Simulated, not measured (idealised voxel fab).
Process module in this document: voxel fin reveal
Cross-sectional view cut (width: 230 nm; square cell size: 5 nm).
Throughout this document, each cross-section is represented as a grid of square cells and is presented as a sequence of bands enumerated from the top downward, where a band comprises one or more rows of cells.
Quick guide to a band line: top height, bottom height (nm) up front; then every material left to right with its width in nm. Only one material and it's marked "edge to edge"? Then it fills the band edge to edge. And "air" just means empty space.
Note: height 0 marks the level under which the wafer is uniformly one material as received. Lowest band unbounded below, written "0 nm and below".
Note: "30..40" means the width goes from the first number (top row of the band) to the second number (bottom row) in equal steps per row of cells.
"nothing got changed", as given for a step, is the statement that not any cell of the cross-section underwent a change during that step.
In the "Sealed internal voids" entry, you get each enclosed empty space of 8 cells or more, one with no open way to the top, written width x height at distance, distance from the left edge, in nm.
That trailing text on a step's line, after the settings, is the simulator's own remark on the step.
"overlay nm" answers the question of how far to the right of plan the mask lay on a step that has a mask, and when it is negative the answer is to the left.
# Steps planned for the process
1) RECEIVE with material Si
2) CONFORMAL_DEP with material SiN, thk nm 5
3) MASKED_ETCH with tone cover, mask id FINS, width nm 15, pitch nm 35, etch materials SiN, depth nm 5, overlay nm 0
4) MASKED_ETCH with tone cover, mask id FINS, width nm 15, pitch nm 35, etch materials Si, depth nm 30, overlay nm 0
5) OXIDIZE with depth nm 5
6) FILL_DEP with material SiO2, thk nm 5
7) CMP with height nm 5
8) SELECTIVE_ETCH with etch materials SiO2, depth nm 25
9) STRIP with etch materials SiN
It is noted that the wafers described herein are identical at the outset and are distinguished by the thk nm of step 2; the value stated in the plan corresponds to the first wafer.
# Cross-section: the first of several wafers in its as-received state, i.e. following step 1
  0 nm and below | Si edge to edge
  Sealed internal voids: none
# Per wafer (row), end of module: delta in cells per material since receipt, (+) for gained, (-) for lost; closed voids after that
thk nm 5, -308 Si, +132 SiO2, Sealed internal voids: none
thk nm 10, each cell of the cross-section is as it was, Sealed internal voids: none
thk nm 15, each cell of the cross-section is as it was, Sealed internal voids: none
thk nm 20, each cell of the cross-section is as it was, Sealed internal voids: none
